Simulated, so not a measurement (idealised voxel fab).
process module | voxel capacitor over wiring
cross-section cut | 250 nm wide | cells 5 nm
A cross-section is a grid of square cells, given in bands from the top down. A band is one or more rows of cells.
Each band's line starts with the height of the band's top and of its bottom, in nm. Then come its materials from left to right, each with its width in nm. One material with "throughout" fills the band from edge to edge. "air" is empty space.
Height 0 is the level under which the wafer as received is all one material. The lowest band goes on downwards, as in "0 down".
A width such as "30 to 40" changes by the same amount from each row of cells to the next, from the band's top row to its bottom row.
"no change" after a step means that no cell of the cross-section changed.
closed voids: empty space of 8 cells or more with no open way to the top, each as width x height at its distance from the left edge, in nm
after a step's settings: what the simulator itself notes on the step
overlay nm, on a step with a mask: how far to the right of its planned place the mask lay; to the left if negative
plan
1 op RECEIVE | material Si
2 op CONFORMAL_DEP | material SiO2 | thk nm 10
3 op CONFORMAL_DEP | material SiCN | thk nm 5
4 op DIRECTIONAL_DEP | material lowk | thk nm 20
5 op PATTERN | tone open | mask id METAL_1 | material resist | width nm 30 | pitch nm 100 | thk nm 15 | overlay nm 0
6 op DIRECTIONAL_ETCH | etch materials lowk | depth nm 20
7 op DIRECTIONAL_ETCH | etch materials SiCN | depth nm 5
8 op STRIP | etch materials resist
9 op CONFORMAL_DEP | material TiN | thk nm 5
10 op FILL_DEP | material W | thk nm 5
11 op CMP | height nm 35
12 op CONFORMAL_DEP | material SiCN | thk nm 5
13 op DIRECTIONAL_DEP | material lowk | thk nm 10
14 op PATTERN | tone open | mask id PLUG_1 | material resist | width nm 15 | thk nm 20 | overlay nm 0
15 op DIRECTIONAL_ETCH | etch materials lowk | depth nm 10
16 op DIRECTIONAL_ETCH | etch materials SiCN | depth nm 5
17 op STRIP | etch materials resist
18 op EPI | material Ru | thk nm 10
19 op EPI | material Ru | thk nm 5
20 op DIRECTIONAL_DEP | material TiN | thk nm 5
21 op DIRECTIONAL_DEP | material HfO2 | thk nm 5
22 op DIRECTIONAL_DEP | material TiN | thk nm 10
23 op DIRECTIONAL_DEP | material aC | thk nm 10
24 op PATTERN | tone cover | mask id UPPER_PLATE | material resist | width nm 75 | thk nm 30 | overlay nm 0
25 op DIRECTIONAL_ETCH | etch materials aC | depth nm 10
26 op STRIP | etch materials resist
27 op DIRECTIONAL_ETCH | etch materials TiN | depth nm 10
28 op DIRECTIONAL_ETCH | etch materials HfO2 | depth nm 5
29 op STRIP | etch materials aC
30 op DIRECTIONAL_DEP | material aC | thk nm 15
31 op PATTERN | tone cover | mask id LOWER_PLATE | material resist | width nm 85 | thk nm 30 | overlay nm 0
32 op DIRECTIONAL_ETCH | etch materials aC | depth nm 15
33 op STRIP | etch materials resist
34 op DIRECTIONAL_ETCH | etch materials TiN | depth nm 5
35 op STRIP | etch materials aC
36 op FILL_DEP | material SiO2 | thk nm 15
37 op CMP | height nm 80
38 op DIRECTIONAL_DEP | material aC | thk nm 10
39 op PATTERN | tone open | mask id PLUG_2 | material resist | width nm 15 | thk nm 25 | overlay nm 0
40 op DIRECTIONAL_ETCH | etch materials aC | depth nm 10
41 op STRIP | etch materials resist
42 op DIRECTIONAL_ETCH | etch materials SiO2 | depth nm 10
43 op STRIP | etch materials aC
44 op CONFORMAL_DEP | material TiN | thk nm 5
45 op FILL_DEP | material W | thk nm 5
46 op CMP | height nm 80
47 op CONFORMAL_DEP | material SiCN | thk nm 5
as received, after step 1
  0 down: Si throughout
  closed voids: none
a wafer at the end: this start, this plan, one mistake
  85 to 80: SiCN throughout
  80 to 75: SiO2 85 | TiN 5 | W 5 | TiN 5 | SiO2 150
  75 to 70: SiO2 85 | TiN 15 | SiO2 150
  70 to 65: SiO2 throughout
  65 to 60: SiO2 75 | TiN 75 | SiO2 100
  60 to 55: SiO2 75 | HfO2 75 | SiO2 100
  55 to 50: TiN 70 | SiO2 5 | TiN 75 | SiO2 5 | TiN 95
  50 to 40: lowk 75 | Ru 15 | lowk 160
  40 to 35: SiCN 75 | Ru 15 | SiCN 160
  35 to 15: lowk 60 | TiN 5 | W 20 | TiN 5 | lowk 70 | TiN 5 | W 20 | TiN 5 | lowk 60
  15 to 10: SiCN 60 | TiN 30 | SiCN 70 | TiN 30 | SiCN 60
  10 to 0: SiO2 throughout
  0 down: Si throughout
  closed voids: none
what went wrong: step 31 ran as: op PATTERN | tone open | mask id LOWER_PLATE | material resist | width nm 85 | thk nm 30 | overlay nm 0
